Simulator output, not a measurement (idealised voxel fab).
The document below concerns the process module designated voxel self aligned contacts.
185 nm wide, 5 nm square cells: that's cross-section cut.
This document writes a cross-section as a grid whose cells are square, and gives it as bands, listed from the top down; one or more rows of cells form a band.
In this notation a band is specified by the heights of its top and bottom, in that order and in nm, after which its materials appear from left to right, each paired with its width in nm. The word "everywhere" attached to a single material means that material fills the band from edge to edge; the word "empty" stands for empty space.
Height reference: 0 = level under which incoming wafer is all one material. Lowest band: no bottom, runs on downward, e.g. "0 and below".
Quick explanation for "30 to 40": the width changes in equal steps down the rows of cells, from the first number in the band's top row to the second number in its bottom row.
Step marked "nothing changed"? Then no cell in the cross-section changed in it.
"Entrapped void list": empty spaces of 8 cells or more with no open way to the top, each given as width x height at distance, distance from the left edge, all in nm.
It should be noted that, on the line of a given step, the content following the step's settings is a remark produced by the simulator itself with respect to that step.
The line of a step may include "overlay nm". On a step with a mask, this value is how far to the right of its planned place the mask lay. A negative value means the mask lay to the left.
Planned process steps:
1) RECEIVE | material Si
2) CONFORMAL_DEP | material SiO2 | thk nm 5
3) DIRECTIONAL_DEP | material polySi | thk nm 25
4) DIRECTIONAL_DEP | material SiN | thk nm 25
5) DIRECTIONAL_DEP | material aC | thk nm 15
6) PATTERN | tone cover | mask id GATE | material resist | width nm 30 | pitch nm 75 | thk nm 30 | overlay nm 0
7) DIRECTIONAL_ETCH | etch materials aC | depth nm 15
8) STRIP | etch materials resist
9) DIRECTIONAL_ETCH | etch materials SiN | depth nm 25
10) DIRECTIONAL_ETCH | etch materials polySi | depth nm 25
11) STRIP | etch materials aC
12) CONFORMAL_DEP | material SiN | thk nm 10
13) DIRECTIONAL_ETCH | etch materials SiN | depth nm 10
14) FILL_DEP | material SiO2 | thk nm 15
15) CMP | height nm 60
16) MASKED_ETCH | tone open | mask id CONTACT | width nm 55 | etch materials SiO2 | depth nm 60 | overlay nm 0
17) CONFORMAL_DEP | material TiN | thk nm 5
18) FILL_DEP | material Ru | thk nm 10
19) CMP | height nm 60
20) CONFORMAL_DEP | material SiCN | thk nm 5
Run as planned: first of two wafers:
Cross-section, incoming material, after step 1:
* 0 and below  Si everywhere
* Entrapped void list: none
Wafer after step 2 (cross-section):
* 5 down to 0  SiO2 everywhere
* Under the height 0 nothing was changed.
Wafer after step 3 (cross-section):
* 30 down to 5  polySi everywhere
* Under the height 5 nothing was changed.
Wafer after step 4 (cross-section):
* 55 down to 30  SiN everywhere
* Under the height 30 nothing was changed.
Wafer after step 5 (cross-section):
* 70 down to 55  aC everywhere
* Under the height 55 nothing was changed.
Wafer after step 6 (cross-section):
* 100 down to 70  empty (40); resist (30); empty (45); resist (30); empty (40)
* Under the height 70 nothing was changed.
Wafer after step 7 (cross-section):
* 85 down to 70  empty (40); resist (30); empty (45); resist (30); empty (40)
* 70 down to 55  empty (40); aC (30); empty (45); aC (30); empty (40)
* Under the height 55 nothing was changed.
Wafer after step 8 (cross-section):
* 70 down to 55  empty (40); aC (30); empty (45); aC (30); empty (40)
* Under the height 55 nothing was changed.
Wafer after step 9 (cross-section):
* 70 down to 55  empty (40); aC (30); empty (45); aC (30); empty (40)
* 55 down to 30  empty (40); SiN (30); empty (45); SiN (30); empty (40)
* Under the height 30 nothing was changed.
Wafer after step 10 (cross-section):
* 70 down to 55  empty (40); aC (30); empty (45); aC (30); empty (40)
* 55 down to 30  empty (40); SiN (30); empty (45); SiN (30); empty (40)
* 30 down to 5  empty (40); polySi (30); empty (45); polySi (30); empty (40)
* Under the height 5 nothing was changed.
Wafer after step 11 (cross-section):
* 55 down to 30  empty (40); SiN (30); empty (45); SiN (30); empty (40)
* Under the height 30 nothing was changed.
Wafer after step 12 (cross-section):
* 65 down to 30  empty (30); SiN (50); empty (25); SiN (50); empty (30)
* 30 down to 15  empty (30); SiN (10); polySi (30); SiN (10); empty (25); SiN (10); polySi (30); SiN (10); empty (30)
* 15 down to 5  SiN (40); polySi (30); SiN (45); polySi (30); SiN (40)
* Under the height 5 nothing was changed.
Wafer after step 13 (cross-section):
* 55 down to 30  empty (30); SiN (50); empty (25); SiN (50); empty (30)
* 30 down to 5  empty (30); SiN (10); polySi (30); SiN (10); empty (25); SiN (10); polySi (30); SiN (10); empty (30)
* Under the height 5 nothing was changed.
Wafer after step 14 (cross-section):
* 70 down to 55  SiO2 everywhere
* 55 down to 30  SiO2 (30); SiN (50); SiO2 (25); SiN (50); SiO2 (30)
* 30 down to 5  SiO2 (30); SiN (10); polySi (30); SiN (10); SiO2 (25); SiN (10); polySi (30); SiN (10); SiO2 (30)
* Under the height 5 nothing was changed.
Wafer after step 15 (cross-section):
* 60 down to 55  SiO2 everywhere
* Under the height 55 nothing was changed.
Wafer after step 16 (cross-section):
* 60 down to 55  SiO2 (65); empty (55); SiO2 (65)
* 55 down to 30  SiO2 (30); SiN (50); empty (25); SiN (50); SiO2 (30)
* 30 down to 5  SiO2 (30); SiN (10); polySi (30); SiN (10); empty (25); SiN (10); polySi (30); SiN (10); SiO2 (30)
* 5 down to 0  SiO2 (80); empty (25); SiO2 (80)
* Under the height 0 nothing was changed.
Wafer after step 17 (cross-section):
* 65 down to 60  TiN (70); empty (45); TiN (70)
* 60 down to 55  SiO2 (65); TiN (20); empty (15); TiN (20); SiO2 (65)
* 55 down to 30  SiO2 (30); SiN (50); TiN (5); empty (15); TiN (5); SiN (50); SiO2 (30)
* 30 down to 5  SiO2 (30); SiN (10); polySi (30); SiN (10); TiN (5); empty (15); TiN (5); SiN (10); polySi (30); SiN (10); SiO2 (30)
* 5 down to 0  SiO2 (80); TiN (25); SiO2 (80)
* Under the height 0 nothing was changed.
Wafer after step 18 (cross-section):
* 75 down to 65  Ru everywhere
* 65 down to 60  TiN (70); Ru (45); TiN (70)
* 60 down to 55  SiO2 (65); TiN (20); Ru (15); TiN (20); SiO2 (65)
* 55 down to 30  SiO2 (30); SiN (50); TiN (5); Ru (15); TiN (5); SiN (50); SiO2 (30)
* 30 down to 5  SiO2 (30); SiN (10); polySi (30); SiN (10); TiN (5); Ru (15); TiN (5); SiN (10); polySi (30); SiN (10); SiO2 (30)
* Under the height 5 nothing was changed.
Wafer after step 19 (cross-section):
* 60 down to 55  SiO2 (65); TiN (20); Ru (15); TiN (20); SiO2 (65)
* Under the height 55 nothing was changed.
Wafer after step 20 (cross-section):
* 65 down to 60  SiCN everywhere
* Under the height 60 nothing was changed.
Companion wafer, the second of two: same beginning, same intended sequence, one mistake in carrying it out; through step 1 inclusive it tracks the first exactly:
Second wafer at the planned finish of step 2, seen in cross-section:
* 25 down to 0  polySi everywhere
* Under the height 0 nothing was changed.
Second wafer at the planned finish of step 3, seen in cross-section:
* 30 down to 25  SiO2 everywhere
* Under the height 25 nothing was changed.
Second wafer at the planned finish of step 4, seen in cross-section:
* 55 down to 30  SiN everywhere
* Under the height 30 nothing was changed.
Second wafer at the planned finish of step 5, seen in cross-section:
* 70 down to 55  aC everywhere
* Under the height 55 nothing was changed.
Second wafer at the planned finish of step 6, seen in cross-section:
* 100 down to 70  empty (40); resist (30); empty (45); resist (30); empty (40)
* Under the height 70 nothing was changed.
Second wafer at the planned finish of step 7, seen in cross-section:
* 85 down to 70  empty (40); resist (30); empty (45); resist (30); empty (40)
* 70 down to 55  empty (40); aC (30); empty (45); aC (30); empty (40)
* Under the height 55 nothing was changed.
Second wafer at the planned finish of step 8, seen in cross-section:
* 70 down to 55  empty (40); aC (30); empty (45); aC (30); empty (40)
* Under the height 55 nothing was changed.
Second wafer at the planned finish of step 9, seen in cross-section:
* 70 down to 55  empty (40); aC (30); empty (45); aC (30); empty (40)
* 55 down to 30  empty (40); SiN (30); empty (45); SiN (30); empty (40)
* Under the height 30 nothing was changed.
Second wafer at the planned finish of step 10, seen in cross-section: nothing changed
Second wafer at the planned finish of step 11, seen in cross-section:
* 55 down to 30  empty (40); SiN (30); empty (45); SiN (30); empty (40)
* Under the height 30 nothing was changed.
Second wafer at the planned finish of step 12, seen in cross-section:
* 65 down to 40  empty (30); SiN (50); empty (25); SiN (50); empty (30)
* 40 down to 30  SiN everywhere
* Under the height 30 nothing was changed.
Second wafer at the planned finish of step 13, seen in cross-section:
* 55 down to 30  empty (30); SiN (50); empty (25); SiN (50); empty (30)
* Under the height 30 nothing was changed.
Second wafer at the planned finish of step 14, seen in cross-section:
* 70 down to 55  SiO2 everywhere
* 55 down to 30  SiO2 (30); SiN (50); SiO2 (25); SiN (50); SiO2 (30)
* Under the height 30 nothing was changed.
Second wafer at the planned finish of step 15, seen in cross-section:
* 60 down to 55  SiO2 everywhere
* Under the height 55 nothing was changed.
Second wafer at the planned finish of step 16, seen in cross-section:
* 60 down to 55  SiO2 (65); empty (55); SiO2 (65)
* 55 down to 30  SiO2 (30); SiN (50); empty (25); SiN (50); SiO2 (30)
* 30 down to 25  SiO2 (80); empty (25); SiO2 (80)
* Under the height 25 nothing was changed.
Second wafer at the planned finish of step 17, seen in cross-section:
* 65 down to 60  TiN (70); empty (45); TiN (70)
* 60 down to 55  SiO2 (65); TiN (20); empty (15); TiN (20); SiO2 (65)
* 55 down to 30  SiO2 (30); SiN (50); TiN (5); empty (15); TiN (5); SiN (50); SiO2 (30)
* 30 down to 25  SiO2 (80); TiN (25); SiO2 (80)
* Under the height 25 nothing was changed.
Second wafer at the planned finish of step 18, seen in cross-section:
* 75 down to 65  Ru everywhere
* 65 down to 60  TiN (70); Ru (45); TiN (70)
* 60 down to 55  SiO2 (65); TiN (20); Ru (15); TiN (20); SiO2 (65)
* 55 down to 30  SiO2 (30); SiN (50); TiN (5); Ru (15); TiN (5); SiN (50); SiO2 (30)
* Under the height 30 nothing was changed.
Second wafer at the planned finish of step 19, seen in cross-section:
* 60 down to 55  SiO2 (65); TiN (20); Ru (15); TiN (20); SiO2 (65)
* Under the height 55 nothing was changed.
Second wafer at the planned finish of step 20, seen in cross-section:
* 65 down to 60  SiCN everywhere
* Under the height 60 nothing was changed.
Deviation from plan: note: step 2 <-> step 3, run order reversed vs plan
The final cell counts differ between the wafers, with the second having more or fewer of some materials than the first: Ru: 15 fewer; SiN: 40 fewer; SiO2: 60 fewer; TiN: 10 fewer; polySi: 125 more
